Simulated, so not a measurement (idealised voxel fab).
process module | voxel self aligned vias
cross-section cut | 210 nm wide | cells 5 nm
A cross-section is a grid of square cells, given in bands from the top down. A band is one or more rows of cells.
Each band's line starts with the height of the band's top and of its bottom, in nm. Then come its materials from left to right, each with its width in nm. One material with "throughout" fills the band from edge to edge. "air" is empty space.
Height 0 is the level under which the wafer as received is all one material. The lowest band goes on downwards, as in "0 down".
A width such as "30 to 40" changes by the same amount from each row of cells to the next, from the band's top row to its bottom row.
"no change" after a step means that no cell of the cross-section changed.
closed voids: empty space of 8 cells or more with no open way to the top, each as width x height at its distance from the left edge, in nm
after a step's settings: what the simulator itself notes on the step
overlay nm, on a step with a mask: how far to the right of its planned place the mask lay; to the left if negative
plan
1 op RECEIVE | material Si
2 op CONFORMAL_DEP | material SiO2 | thk nm 10
3 op CONFORMAL_DEP | material SiCN | thk nm 5
4 op DIRECTIONAL_DEP | material lowk | thk nm 20
5 op PATTERN | tone open | mask id LINES | material resist | width nm 30 | pitch nm 55 | thk nm 15 | overlay nm 0
6 op DIRECTIONAL_ETCH | etch materials lowk | depth nm 20
7 op STRIP | etch materials resist
8 op CONFORMAL_DEP | material TiN | thk nm 5
9 op FILL_DEP | material Ru | thk nm 10
10 op CMP | height nm 35
11 op SELECTIVE_ETCH | etch materials W Ru TiN | depth nm 5
12 op FILL_DEP | material SiN | thk nm 5
13 op CMP | height nm 35
14 op DIRECTIONAL_DEP | material lowk | thk nm 20
15 op MASKED_ETCH | tone open | mask id VIAS | width nm 40 | etch materials lowk | depth nm 20 | overlay nm 0
16 op MASKED_ETCH | tone open | mask id VIAS | width nm 40 | etch materials SiN | depth nm 5 | overlay nm 0
17 op CONFORMAL_DEP | material TiN | thk nm 5
18 op FILL_DEP | material W | thk nm 10
19 op CMP | height nm 55
20 op CONFORMAL_DEP | material SiN | thk nm 5
as received, after step 1
  0 down: Si throughout
  closed voids: none
first wafer at the end, as planned
  60 to 55: SiN throughout
  55 to 40: lowk 55 | TiN 5 | W 30 | TiN 5 | lowk 115
  40 to 35: lowk 55 | TiN 10 | W 20 | TiN 10 | lowk 115
  35 to 30: lowk 60 | TiN 30 | lowk 25 | SiN 30 | lowk 65
  30 to 20: lowk 60 | TiN 5 | Ru 20 | TiN 5 | lowk 25 | TiN 5 | Ru 20 | TiN 5 | lowk 65
  20 to 15: lowk 60 | TiN 30 | lowk 25 | TiN 30 | lowk 65
  15 to 10: SiCN throughout
  10 to 0: SiO2 throughout
  0 down: Si throughout
  closed voids: none
second wafer at the end: like start, like plan, one mistake
  60 to 55: SiN throughout
  55 to 35: lowk 55 | TiN 5 | lowk 30 | TiN 5 | lowk 115
  35 to 30: lowk 60 | SiN 30 | lowk 25 | SiN 30 | lowk 65
  30 to 20: lowk 60 | TiN 5 | Ru 20 | TiN 5 | lowk 25 | TiN 5 | Ru 20 | TiN 5 | lowk 65
  20 to 15: lowk 60 | TiN 30 | lowk 25 | TiN 30 | lowk 65
  15 to 10: SiCN throughout
  10 to 0: SiO2 throughout
  0 down: Si throughout
  closed voids: none
what went wrong: steps 14 and 15 were swapped
at the end the second wafer has, in cells: 6 more of SiN | 8 fewer of TiN | 22 fewer of W | 24 more of lowk
